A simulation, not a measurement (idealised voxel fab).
Process module name: voxel released beams
Square cell edge 5 nm, section width 250 nm, ID cut.
In this document a cross-section is written as a grid of square cells. It is given as a series of bands, listed from the top down, and a band is one or more rows of cells.
In this notation a band is specified by the heights of its top and bottom, in that order and in nm, after which its materials appear from left to right, each paired with its width in nm. The word "throughout" attached to a single material means that material fills the band from edge to edge; the word "air" stands for empty space.
The reference from which all heights are counted is 0, the level beneath which the as-received wafer is entirely one material; the lowest band, having no lower bound, proceeds downward and is written after the example "0 down".
You'd read "30 to 40" like this: the band's top row of cells is as wide as the first number, its bottom row is as wide as the second, and going down, every row changes width by the same amount as the row before did.
You'll sometimes find "everything unchanged" written for a step, and that's the way of saying that nowhere in the cross-section did a cell change during that step.
Closed empty spaces (no open way to the top) of 8 cells or more are what "Non-vented voids" lists, each as width x height at distance from the left edge, nm for all three.
Text after the settings on a step's line: the simulator's own remark on that step.
overlay nm: right-of-plan distance of the mask on a masked step; negative values mean left-of-plan.

-- The following list gives the planned process steps
1 RECEIVE with material Si
2 CONFORMAL_DEP with material Al2O3, thk nm 10
3 DIRECTIONAL_DEP with material SiO2, thk nm 15
4 MASKED_ETCH with tone open, mask id ANCHOR, width nm 25, etch materials SiO2, depth nm 15, overlay nm 0
5 CONFORMAL_DEP with material W, thk nm 10
6 DIRECTIONAL_DEP with material aC, thk nm 15
7 PATTERN with tone cover, mask id BEAM, material resist, width nm 110, thk nm 30, overlay nm 0
8 DIRECTIONAL_ETCH with etch materials aC, depth nm 5
9 STRIP with etch materials resist
10 DIRECTIONAL_ETCH with etch materials W, depth nm 10
11 STRIP with etch materials aC
12 STRIP with etch materials SiO2
For clarity, it should be stated that the wafers under discussion commence in an identical condition and differ with respect to the depth nm of step 8, the plan indicating the value that the first wafer had.

-- Step 1 complete: as-received cross-section of the first of several wafers
- 0 down: Si throughout
- Non-vented voids: none

-- The cross-section of the first of several wafers is given below for the end of the module, after its final step, step 12
- 35 to 25: W 80 nm; air 5 nm; W 165 nm
- 25 to 20: SiO2 70 nm; W 10 nm; air 5 nm; W 10 nm; SiO2 155 nm
- 20 to 10: SiO2 70 nm; W 25 nm; SiO2 155 nm
- 10 to 0: Al2O3 throughout
- 0 down: Si throughout
- Non-vented voids: none

-- Showing the last wafer in cross-section at the end of the module
- 35 to 25: air 65 nm; W 15 nm; air 5 nm; W 90 nm; air 75 nm
- 25 to 20: air 70 nm; W 10 nm; air 5 nm; W 10 nm; air 155 nm
- 20 to 10: air 70 nm; W 25 nm; air 155 nm
- 10 to 0: Al2O3 throughout
- 0 down: Si throughout
- Non-vented voids: none

-- What follows is a table in which each wafer occupies a row; for the wafer as it stands at the close of the module, the row states, material by material, how many cells have been gained (+) or lost (-) since receipt, and then gives its closed voids
depth nm 5, +100 Al2O3, +135 SiO2, +112 W, Non-vented voids: none
depth nm 10, +100 Al2O3, +135 SiO2, +112 W, Non-vented voids: none
depth nm 15, +100 Al2O3, +56 W, Non-vented voids: none
depth nm 20, +100 Al2O3, +56 W, Non-vented voids: none
depth nm 25, +100 Al2O3, +56 W, Non-vented voids: none
depth nm 30, +100 Al2O3, +56 W, Non-vented voids: none
